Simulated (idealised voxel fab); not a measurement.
process module | voxel self aligned vias
cross-section cut | 160 nm wide | cells 5 nm
A cross-section is a grid of square cells, given in bands from the top down. A band is one or more rows of cells.
Each band's line starts with the height of the band's top and of its bottom, in nm. Then come its materials from left to right, each with its width in nm. One material with "throughout" fills the band from edge to edge. "air" is empty space.
Height 0 is the level under which the wafer as received is all one material. The lowest band goes on downwards, as in "0 down".
A width such as "30 to 40" changes by the same amount from each row of cells to the next, from the band's top row to its bottom row.
"no change" after a step means that no cell of the cross-section changed.
closed voids: empty space of 8 cells or more with no open way to the top, each as width x height at its distance from the left edge, in nm
after a step's settings: what the simulator itself notes on the step
overlay nm, on a step with a mask: how far to the right of its planned place the mask lay; to the left if negative
plan
1 op RECEIVE | material Si
2 op CONFORMAL_DEP | material SiO2 | thk nm 15
3 op CONFORMAL_DEP | material SiCN | thk nm 5
4 op DIRECTIONAL_DEP | material SiO2 | thk nm 25
5 op MASKED_ETCH | tone open | mask id LINES | width nm 25 | pitch nm 50 | etch materials SiO2 | depth nm 25 | overlay nm 0
6 op CONFORMAL_DEP | material TiN | thk nm 5
7 op FILL_DEP | material Ru | thk nm 10
8 op CMP | height nm 45
9 op SELECTIVE_ETCH | etch materials W Ru TiN | depth nm 10
10 op FILL_DEP | material SiN | thk nm 5
11 op CMP | height nm 45
12 op DIRECTIONAL_DEP | material SiO2 | thk nm 20
13 op PATTERN | tone open | mask id VIAS | material resist | width nm 35 | pitch nm 50 | thk nm 20 | overlay nm 0
14 op DIRECTIONAL_ETCH | etch materials SiO2 | depth nm 20
15 op DIRECTIONAL_ETCH | etch materials SiN | depth nm 10
16 op STRIP | etch materials resist
17 op CONFORMAL_DEP | material TiN | thk nm 5
18 op FILL_DEP | material W | thk nm 10
19 op CMP | height nm 65
20 op CONFORMAL_DEP | material SiCN | thk nm 5
as received, after step 1
  0 down: Si throughout
  closed voids: none
first wafer at the end, as planned
  70 to 65: SiCN throughout
  65 to 50: SiO2 35 | TiN 5 | W 25 | TiN 5 | SiO2 15 | TiN 5 | W 25 | TiN 5 | SiO2 40
  50 to 40: SiO2 35 to 40 | TiN 10 to 5 | W 15 | TiN 10 to 5 | SiO2 15 to 25 | TiN 10 to 5 | W 15 | TiN 10 to 5 | SiO2 40 to 45
  40 to 35: SiO2 40 | TiN 25 | SiO2 25 | TiN 25 | SiO2 45
  35 to 25: SiO2 40 | TiN 5 | Ru 15 | TiN 5 | SiO2 25 | TiN 5 | Ru 15 | TiN 5 | SiO2 45
  25 to 20: SiO2 40 | TiN 25 | SiO2 25 | TiN 25 | SiO2 45
  20 to 15: SiCN throughout
  15 to 0: SiO2 throughout
  0 down: Si throughout
  closed voids: none
second wafer at the end: like start, like plan, one mistake
  70 to 65: SiCN throughout
  65 to 50: SiO2 35 | TiN 5 | W 25 | TiN 5 | SiO2 15 | TiN 5 | W 25 | TiN 5 | SiO2 40
  50 to 40: SiO2 35 to 40 | TiN 10 to 5 | W 20 | TiN 5 | SiO2 15 to 20 | TiN 10 to 5 | W 20 | TiN 5 | SiO2 40
  40 to 35: SiO2 40 | TiN 30 | SiO2 20 | TiN 30 | SiO2 40
  35 to 25: SiO2 40 | TiN 5 | Ru 20 | TiN 5 | SiO2 20 | TiN 5 | Ru 20 | TiN 5 | SiO2 40
  25 to 20: SiO2 40 | TiN 30 | SiO2 20 | TiN 30 | SiO2 40
  20 to 15: SiCN throughout
  15 to 0: SiO2 throughout
  0 down: Si throughout
  closed voids: none
what went wrong: step 5 ran as: op MASKED_ETCH | tone open | mask id LINES | width nm 30 | pitch nm 50 | etch materials SiO2 | depth nm 25 | overlay nm 0
at the end the second wafer has, in cells: 4 more of Ru | 10 fewer of SiO2 | 2 more of TiN | 4 more of W
